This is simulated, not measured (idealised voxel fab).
process module | voxel self aligned vias
cross-section cut | 285 nm wide | cells 5 nm
A cross-section is a grid of square cells, given in bands from the top down. A band is one or more rows of cells.
Each band's line starts with the height of the band's top and of its bottom, in nm. Then come its materials from left to right, each with its width in nm. One material with "throughout" fills the band from edge to edge. "air" is empty space.
Height 0 is the level under which the wafer as received is all one material. The lowest band goes on downwards, as in "0 down".
A width such as "30 to 40" changes by the same amount from each row of cells to the next, from the band's top row to its bottom row.
"no change" after a step means that no cell of the cross-section changed.
closed voids: empty space of 8 cells or more with no open way to the top, each as width x height at its distance from the left edge, in nm
after a step's settings: what the simulator itself notes on the step
overlay nm, on a step with a mask: how far to the right of its planned place the mask lay; to the left if negative
plan
1 op RECEIVE | material Si
2 op CONFORMAL_DEP | material SiO2 | thk nm 10
3 op CONFORMAL_DEP | material SiCN | thk nm 5
4 op DIRECTIONAL_DEP | material SiO2 | thk nm 25
5 op PATTERN | tone open | mask id LINES | material resist | width nm 20 | pitch nm 55 | thk nm 15 | overlay nm 0
6 op DIRECTIONAL_ETCH | etch materials SiO2 | depth nm 25
7 op STRIP | etch materials resist
8 op CONFORMAL_DEP | material TiN | thk nm 5
9 op FILL_DEP | material Ru | thk nm 5
10 op CMP | height nm 40
11 op SELECTIVE_ETCH | etch materials W Ru TiN | depth nm 10
12 op FILL_DEP | material SiN | thk nm 5
13 op CMP | height nm 40
14 op DIRECTIONAL_DEP | material SiO2 | thk nm 20
15 op PATTERN | tone open | mask id VIAS | material resist | width nm 40 | pitch nm 110 | thk nm 20 | overlay nm 0
16 op DIRECTIONAL_ETCH | etch materials SiO2 | depth nm 20
17 op DIRECTIONAL_ETCH | etch materials SiN | depth nm 10
18 op STRIP | etch materials resist
19 op CONFORMAL_DEP | material TiN | thk nm 5
20 op FILL_DEP | material Ru | thk nm 5
21 op CMP | height nm 60
22 op CONFORMAL_DEP | material SiCN | thk nm 5
as received, after step 1
  0 down: Si throughout
  closed voids: none
first wafer at the end, as planned
  65 to 60: SiCN throughout
  60 to 45: SiO2 65 | TiN 5 | Ru 30 | TiN 5 | SiO2 70 | TiN 5 | Ru 30 | TiN 5 | SiO2 70
  45 to 40: SiO2 65 | TiN 15 | Ru 10 | TiN 15 | SiO2 70 | TiN 15 | Ru 10 | TiN 15 | SiO2 70
  40 to 35: SiO2 75 | TiN 5 | Ru 10 | TiN 5 | SiO2 35 | SiN 20 | SiO2 35 | TiN 5 | Ru 10 | TiN 5 | SiO2 80
  35 to 30: SiO2 75 | TiN 20 | SiO2 35 | SiN 20 | SiO2 35 | TiN 20 | SiO2 80
  30 to 20: SiO2 75 | TiN 5 | Ru 10 | TiN 5 | SiO2 35 | TiN 5 | Ru 10 | TiN 5 | SiO2 35 | TiN 5 | Ru 10 | TiN 5 | SiO2 80
  20 to 15: SiO2 75 | TiN 20 | SiO2 35 | TiN 20 | SiO2 35 | TiN 20 | SiO2 80
  15 to 10: SiCN throughout
  10 to 0: SiO2 throughout
  0 down: Si throughout
  closed voids: none
second wafer at the end: like start, like plan, one mistake
  65 to 60: SiCN throughout
  60 to 40: SiO2 65 | TiN 5 | Ru 30 | TiN 5 | SiO2 70 | TiN 5 | Ru 30 | TiN 5 | SiO2 70
  40 to 35: SiN 65 | TiN 15 | Ru 10 | TiN 15 | SiN 70 | TiN 15 | Ru 10 | TiN 15 | SiN 70
  35 to 30: SiO2 75 | TiN 20 | SiO2 35 | SiN 20 | SiO2 35 | TiN 20 | SiO2 80
  30 to 15: SiO2 75 | TiN 5 | Ru 10 | TiN 5 | SiO2 35 | TiN 5 | Ru 10 | TiN 5 | SiO2 35 | TiN 5 | Ru 10 | TiN 5 | SiO2 80
  15 to 10: SiO2 75 | TiN 20 | SiO2 35 | TiN 20 | SiO2 35 | TiN 20 | SiO2 80
  10 to 0: SiO2 throughout
  0 down: Si throughout
  closed voids: none
what went wrong: step 3 was left out
at the end the second wafer has, in cells: 14 more of Ru | 57 fewer of SiCN | 37 more of SiN | 6 more of TiN
